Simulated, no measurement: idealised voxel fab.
You're looking at the process module voxel gate over fins.
The cross-section on display is named cut; it measures 275 nm wide, and its cells are 5 nm squares.
For the purposes of this document, a cross-section shall be understood as a grid of square cells, specified as bands listed in top-to-bottom order, each band consisting of one or more rows of cells.
It is stipulated that each band's entry specify, in nanometres, the height of the top of the band and then that of its bottom, followed by the materials of the band in left-to-right sequence, each together with its width in nanometres. A single material marked by the word "everywhere" is understood to fill the band from edge to edge; the word "blank" is understood to denote empty space.
It should be noted that heights are counted from 0, beneath which the wafer as supplied is of one material throughout, and that the lowest band possesses no lower boundary but continues downward, as written in "z 0 and below".
A two-number width, for instance "30 to 40", indicates that the width is equal to the first number in the top row of the band and to the second number in the bottom row, and that it changes by a constant amount per row of cells.
For the purposes of this document, the phrase "same as before" attached to a step denotes that no cell within the cross-section was modified by that step.
Entry "Enclosed internal voids" = empty spaces >= 8 cells with no open way to the top; each as width x height at distance, distance from left edge, all nm.
Read whatever lies past the settings on a step's line as the simulator's own remark about the step.
The "overlay nm" setting may appear on a step's line; for a step that uses a mask, it gives how far to the right of its planned position the mask lay, and a negative value indicates the left.
THE STEPS PLANNED FOR THE PROCESS ARE AS FOLLOWS
step 1: RECEIVE, material Si
step 2: CONFORMAL_DEP, material SiN, thk nm 10
step 3: DIRECTIONAL_DEP, material aC, thk nm 15
step 4: PATTERN, tone cover, mask id FINS, material resist, width nm 15, pitch nm 50, thk nm 35, overlay nm 0
step 5: DIRECTIONAL_ETCH, etch materials aC, depth nm 15
step 6: STRIP, etch materials resist
step 7: DIRECTIONAL_ETCH, etch materials SiN, depth nm 10
step 8: DIRECTIONAL_ETCH, etch materials Si, depth nm 40
step 9: STRIP, etch materials aC
step 10: OXIDIZE, depth nm 5
step 11: FILL_DEP, material SiO2, thk nm 15
step 12: CMP, height nm 10
step 13: MASKED_ETCH, tone open, mask id RAIL, width nm 15, etch materials SiO2, depth nm 45, overlay nm 0
step 14: CONFORMAL_DEP, material TiN, thk nm 5
step 15: FILL_DEP, material W, thk nm 10
step 16: CMP, height nm 10
step 17: SELECTIVE_ETCH, etch materials W Ru TiN, depth nm 30
step 18: FILL_DEP, material SiO2, thk nm 5
step 19: CMP, height nm 10
step 20: SELECTIVE_ETCH, etch materials SiO2, depth nm 20
step 21: STRIP, etch materials SiN
step 22: CONFORMAL_DEP, material HfO2, thk nm 5
step 23: CONFORMAL_DEP, material TiN, thk nm 5
step 24: CONFORMAL_DEP, material TiAl, thk nm 5
step 25: CONFORMAL_DEP, material TiN, thk nm 5
step 26: FILL_DEP, material W, thk nm 15
step 27: CMP, height nm 30
step 28: CONFORMAL_DEP, material SiCN, thk nm 10
AS-RECEIVED STATE OF THE WAFER IN CROSS-SECTION, EQUIVALENT TO POST-STEP 1
    z 0 and below | Si everywhere
    Enclosed internal voids: none
BELOW IS THE WAFER IN CROSS-SECTION AFTER THE MODULE WAS COMPLETED. IT BEGAN FROM THE STARTING POINT SHOWN ABOVE AND FOLLOWED THE PLAN SHOWN ABOVE, EXCEPT THAT ONE MISTAKE WAS MADE WHILE RUNNING IT
    z 40 to 30 | SiCN everywhere
    z 30 to 20 | W everywhere
    z 20 to 15 | 90 W, then 45 TiN, then 5 W, then 45 TiN, then 90 W
    z 15 to 10 | 90 W, then 5 TiN, then 35 TiAl, then 5 TiN, then 5 W, then 5 TiN, then 35 TiAl, then 5 TiN, then 90 W
    z 10 to 5 | 90 W, then 5 TiN, then 5 TiAl, then 25 TiN, then 5 TiAl, then 5 TiN, then 5 W, then 5 TiN, then 5 TiAl, then 25 TiN, then 5 TiAl, then 5 TiN, then 90 W
    z 5 to 0 | 90 W, then 5 TiN, then 5 TiAl, then 5 TiN, then 15 HfO2, then 5 TiN, then 5 TiAl, then 5 TiN, then 5 W, then 5 TiN, then 5 TiAl, then 5 TiN, then 15 HfO2, then 5 TiN, then 5 TiAl, then 5 TiN, then 90 W
    z 0 to -5 | 90 W, then 5 TiN, then 5 TiAl, then 5 TiN, then 5 HfO2, then 5 Si, then 5 HfO2, then 5 TiN, then 5 TiAl, then 15 TiN, then 5 TiAl, then 5 TiN, then 5 HfO2, then 5 Si, then 5 HfO2, then 5 TiN, then 5 TiAl, then 5 TiN, then 90 W
    z -5 to -10 | 90 W, then 5 TiN, then 5 TiAl, then 5 TiN, then 5 HfO2, then 5 Si, then 5 HfO2, then 5 TiN, then 25 TiAl, then 5 TiN, then 5 HfO2, then 5 Si, then 5 HfO2, then 5 TiN, then 5 TiAl, then 5 TiN, then 90 W
    z -10 to -15 | 95 TiN, then 5 TiAl, then 5 TiN, then 5 HfO2, then 5 Si, then 5 HfO2, then 35 TiN, then 5 HfO2, then 5 Si, then 5 HfO2, then 5 TiN, then 5 TiAl, then 95 TiN
    z -15 to -20 | 100 TiAl, then 5 TiN, then 5 HfO2, then 5 Si, then 5 HfO2, then 5 TiN, then 25 HfO2, then 5 TiN, then 5 HfO2, then 5 Si, then 5 HfO2, then 5 TiN, then 100 TiAl
    z -20 to -25 | 105 TiN, then 5 HfO2, then 5 Si, then 5 HfO2, then 5 TiN, then 5 HfO2, then 5 TiN, then 5 W, then 5 TiN, then 5 HfO2, then 5 TiN, then 5 HfO2, then 5 Si, then 5 HfO2, then 105 TiN
    z -25 to -30 | 110 HfO2, then 5 Si, then 15 HfO2, then 5 TiN, then 5 W, then 5 TiN, then 15 HfO2, then 5 Si, then 110 HfO2
    z -30 to -35 | 110 SiO2, then 5 Si, then 15 SiO2, then 15 TiN, then 15 SiO2, then 5 Si, then 110 SiO2
    z -35 to -45 | 110 SiO2, then 5 Si, then 45 SiO2, then 5 Si, then 110 SiO2
    z -45 and below | Si everywhere
    Enclosed internal voids: none
What went wrong in running the wafer? in the plan, step 20 was performed twice
